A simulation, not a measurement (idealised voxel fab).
Process module under the name voxel gate over fins
This is section cut - it's 300 nm across, gridded in 5 nm square cells.
Each cross-section below is a grid of square cells, stated as bands in top-down order, with one or more rows of cells making up each band. Basically the band line says how high the top is and how high the bottom is, in nm, and then what's in it from left to right, every material with its width in nm. Empty space shows up as "blank", and if a single material carries "throughout" it runs the full band edge to edge. Heights are reckoned from 0. Under this level, the received wafer is all of one material. The bottommost band is open-ended downward, for example "top 0, no bottom". A two-number width, for instance "30->40", indicates that the width is equal to the first number in the top row of the band and to the second number in the bottom row, and that it changes by a constant amount per row of cells. When a step is marked "identical to before", none of the cells in the cross-section changed during that step. Under "Enclosed voids" you'll find the enclosed gaps, the ones with no way out to the top, that are 8 cells or bigger; each reads width x height at distance, with distance counted from the left edge, everything in nm. Past the settings on a step's line: simulator remark, on that step. The "overlay nm" setting may appear on a step's line; for a step that uses a mask, it gives how far to the right of its planned position the mask lay, and a negative value indicates the left.
## The planned process steps are enumerated hereunder
- 1: RECEIVE (material Si)
- 2: CONFORMAL_DEP (material SiN; thk nm 5)
- 3: MASKED_ETCH (tone cover; mask id FINS; width nm 15; pitch nm 40; etch materials SiN; depth nm 5; overlay nm 0)
- 4: MASKED_ETCH (tone cover; mask id FINS; width nm 15; pitch nm 40; etch materials Si; depth nm 40; overlay nm 0)
- 5: OXIDIZE (depth nm 5)
- 6: FILL_DEP (material SiO2; thk nm 15)
- 7: CMP (height nm 5)
- 8: SELECTIVE_ETCH (etch materials SiO2; depth nm 20)
- 9: STRIP (etch materials SiN)
- 10: CONFORMAL_DEP (material HfO2; thk nm 5)
- 11: CONFORMAL_DEP (material TiN; thk nm 5)
- 12: FILL_DEP (material W; thk nm 15)
- 13: CMP (height nm 20)
- 14: CONFORMAL_DEP (material SiN; thk nm 5)
## Cross-section of the wafer upon arrival, representing the state reached after step 1
    top 0, no bottom = Si throughout
    Enclosed voids: none
## Sectioned view, first of two wafers, at the close of the module, processed as intended in the plan
    top 25, bottom 20 = SiN throughout
    top 20, bottom 10 = W throughout
    top 10, bottom 5 = 95 of W; 25 of TiN; 15 of W; 25 of TiN; 15 of W; 25 of TiN; 100 of W
    top 5, bottom 0 = 95 of W; 5 of TiN; 15 of HfO2; 5 of TiN; 15 of W; 5 of TiN; 15 of HfO2; 5 of TiN; 15 of W; 5 of TiN; 15 of HfO2; 5 of TiN; 100 of W
    top 0, bottom -5 = 95 of W; 5 of TiN; 5 of HfO2; 5 of Si; 5 of HfO2; 5 of TiN; 15 of W; 5 of TiN; 5 of HfO2; 5 of Si; 5 of HfO2; 5 of TiN; 15 of W; 5 of TiN; 5 of HfO2; 5 of Si; 5 of HfO2; 5 of TiN; 100 of W
    top -5, bottom -10 = 100 of TiN; 5 of HfO2; 5 of Si; 5 of HfO2; 25 of TiN; 5 of HfO2; 5 of Si; 5 of HfO2; 25 of TiN; 5 of HfO2; 5 of Si; 5 of HfO2; 105 of TiN
    top -10, bottom -15 = 105 of HfO2; 5 of Si; 35 of HfO2; 5 of Si; 35 of HfO2; 5 of Si; 110 of HfO2
    top -15, bottom -45 = 105 of SiO2; 5 of Si; 35 of SiO2; 5 of Si; 35 of SiO2; 5 of Si; 110 of SiO2
    top -45, no bottom = Si throughout
    Enclosed voids: none
## Cross-sectional image of the second wafer of the two following completion of the module. Starting state and process plan were the same as for the first wafer; one execution error occurred
    top 25, bottom 20 = SiN throughout
    top 20, bottom 10 = W throughout
    top 10, bottom 5 = 95 of W; 25 of TiN; 15 of W; 25 of TiN; 15 of W; 25 of TiN; 100 of W
    top 5, bottom 0 = 95 of W; 5 of TiN; 15 of HfO2; 5 of TiN; 15 of W; 5 of TiN; 15 of HfO2; 5 of TiN; 15 of W; 5 of TiN; 15 of HfO2; 5 of TiN; 100 of W
    top 0, bottom -5 = 95 of W; 5 of TiN; 5 of HfO2; 5 of Si; 5 of HfO2; 5 of TiN; 15 of W; 5 of TiN; 5 of HfO2; 5 of Si; 5 of HfO2; 5 of TiN; 15 of W; 5 of TiN; 5 of HfO2; 5 of Si; 5 of HfO2; 5 of TiN; 100 of W
    top -5, bottom -10 = 90 of TiN; 5 of W; 5 of TiN; 5 of HfO2; 5 of Si; 5 of HfO2; 5 of TiN; 15 of W; 5 of TiN; 5 of HfO2; 5 of Si; 5 of HfO2; 5 of TiN; 15 of W; 5 of TiN; 5 of HfO2; 5 of Si; 5 of HfO2; 5 of TiN; 5 of W; 95 of TiN
    top -10, bottom -15 = 85 of HfO2; 15 of TiN; 5 of HfO2; 5 of Si; 5 of HfO2; 25 of TiN; 5 of HfO2; 5 of Si; 5 of HfO2; 25 of TiN; 5 of HfO2; 5 of Si; 5 of HfO2; 15 of TiN; 90 of HfO2
    top -15, bottom -20 = 80 of SiO2; 25 of HfO2; 5 of Si; 35 of HfO2; 5 of Si; 35 of HfO2; 5 of Si; 25 of HfO2; 85 of SiO2
    top -20, bottom -45 = 105 of SiO2; 5 of Si; 35 of SiO2; 5 of Si; 35 of SiO2; 5 of Si; 110 of SiO2
    top -45, no bottom = Si throughout
    Enclosed voids: none
Which mistake was made when the wafer was run? transposition of steps 8 and 9 relative to the planned sequence
In the final state, the cell counts of the second wafer exceed or fall short of those of the first for the following materials: HfO2 +8; SiO2 -24; TiN +8; W +8
